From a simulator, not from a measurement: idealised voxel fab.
Name of the process module below: voxel capacitor over wiring
Square cell edge 5 nm, section width 280 nm, ID cut.
Each cross-section below is a grid of square cells, stated as bands in top-down order, with one or more rows of cells making up each band. Heads up on the band format: heights come first, top then bottom, in nm. After that it's the materials left to right, each with its width in nm. A single material flagged "everywhere" fills the whole band edge to edge, and "empty" means there's empty space there. Heads up on the height convention: 0 is the point under which the incoming wafer is all one material, and the lowest band has no bottom, it just keeps going down, like "0 and below". Read "30..40" as a graded width: first number on top, second number at the bottom, same change between each pair of neighbouring rows. "everything unchanged", as given for a step, is the statement that not any cell of the cross-section underwent a change during that step. You'll see "Closed internal cavities" listing empty spaces that have no way open to the top, as long as they're 8 cells or more; the notation is width x height at distance, where the distance is from the left edge, and all of it is in nm. On a step's line, text after the settings is the simulator commenting on that step. The line of a step may include "overlay nm". On a step with a mask, this value is how far to the right of its planned place the mask lay. A negative value means the mask lay to the left.

Plan:
1. RECEIVE,material Si
2. CONFORMAL_DEP,material SiO2,thk nm 10
3. DIRECTIONAL_DEP,material TiN,thk nm 5
4. DIRECTIONAL_DEP,material W,thk nm 20
5. PATTERN,tone cover,mask id METAL_1,material resist,width nm 20,pitch nm 75,thk nm 15,overlay nm 0
6. DIRECTIONAL_ETCH,etch materials W,depth nm 20
7. DIRECTIONAL_ETCH,etch materials TiN,depth nm 5
8. STRIP,etch materials resist
9. FILL_DEP,material lowk,thk nm 5
10. CMP,height nm 35
11. CONFORMAL_DEP,material SiCN,thk nm 5
12. DIRECTIONAL_DEP,material SiO2,thk nm 20
13. DIRECTIONAL_DEP,material aC,thk nm 15
14. PATTERN,tone open,mask id PLUG_1,material resist,width nm 15,thk nm 35,overlay nm 0
15. DIRECTIONAL_ETCH,etch materials aC,depth nm 15
16. STRIP,etch materials resist
17. DIRECTIONAL_ETCH,etch materials SiO2,depth nm 20
18. DIRECTIONAL_ETCH,etch materials SiCN,depth nm 5
19. STRIP,etch materials aC
20. EPI,material Ru,thk nm 10
21. EPI,material Ru,thk nm 10
22. EPI,material Ru,thk nm 5
23. DIRECTIONAL_DEP,material TiN,thk nm 5
24. DIRECTIONAL_DEP,material SiN,thk nm 5
25. DIRECTIONAL_DEP,material TiN,thk nm 5
26. PATTERN,tone cover,mask id UPPER_PLATE,material resist,width nm 60,thk nm 20,overlay nm 0
27. DIRECTIONAL_ETCH,etch materials TiN,depth nm 5
28. DIRECTIONAL_ETCH,etch materials SiN,depth nm 5
29. STRIP,etch materials resist
30. MASKED_ETCH,tone cover,mask id LOWER_PLATE,width nm 70,etch materials TiN,depth nm 5,overlay nm 0
31. FILL_DEP,material SiO2,thk nm 15
32. CMP,height nm 85
33. MASKED_ETCH,tone open,mask id PLUG_2,width nm 15,etch materials SiO2,depth nm 10,overlay nm 0
34. CONFORMAL_DEP,material TiN,thk nm 5
35. FILL_DEP,material Cu,thk nm 5
36. CMP,height nm 85
37. CONFORMAL_DEP,material SiCN,thk nm 5

Cross-section of the incoming wafer, state after step 1:
- 0 and below | Si everywhere
- Closed internal cavities: none

Cross-section at module end, one run error; start and plan unchanged from above:
- 90 down to 85 | SiCN everywhere
- 85 down to 80 | SiO2=105, TiN=5, Cu=5, TiN=5, SiO2=160
- 80 down to 70 | SiO2=105..110, TiN=15..45, SiO2=160..125
- 70 down to 65 | SiO2=110, SiN=45, SiO2=125
- 65 down to 60 | SiO2=90, TiN=5, SiO2=15, TiN=50, SiO2=120
- 60 down to 50 | SiO2 everywhere
- 50 down to 45 | SiO2=95, TiN=15, SiO2=170
- 45 down to 40 | SiO2=95, SiN=15, SiO2=170
- 40 down to 35 | SiCN=95, TiN=15, SiCN=170
- 35 down to 30 | lowk everywhere
- 30 down to 10 | lowk=90, W=20, lowk=55, W=20, lowk=95
- 10 down to 0 | SiO2 everywhere
- 0 and below | Si everywhere
- Closed internal cavities: none
The mistake made against the process plan was this: step 3 from the plan never happened, it was just skipped
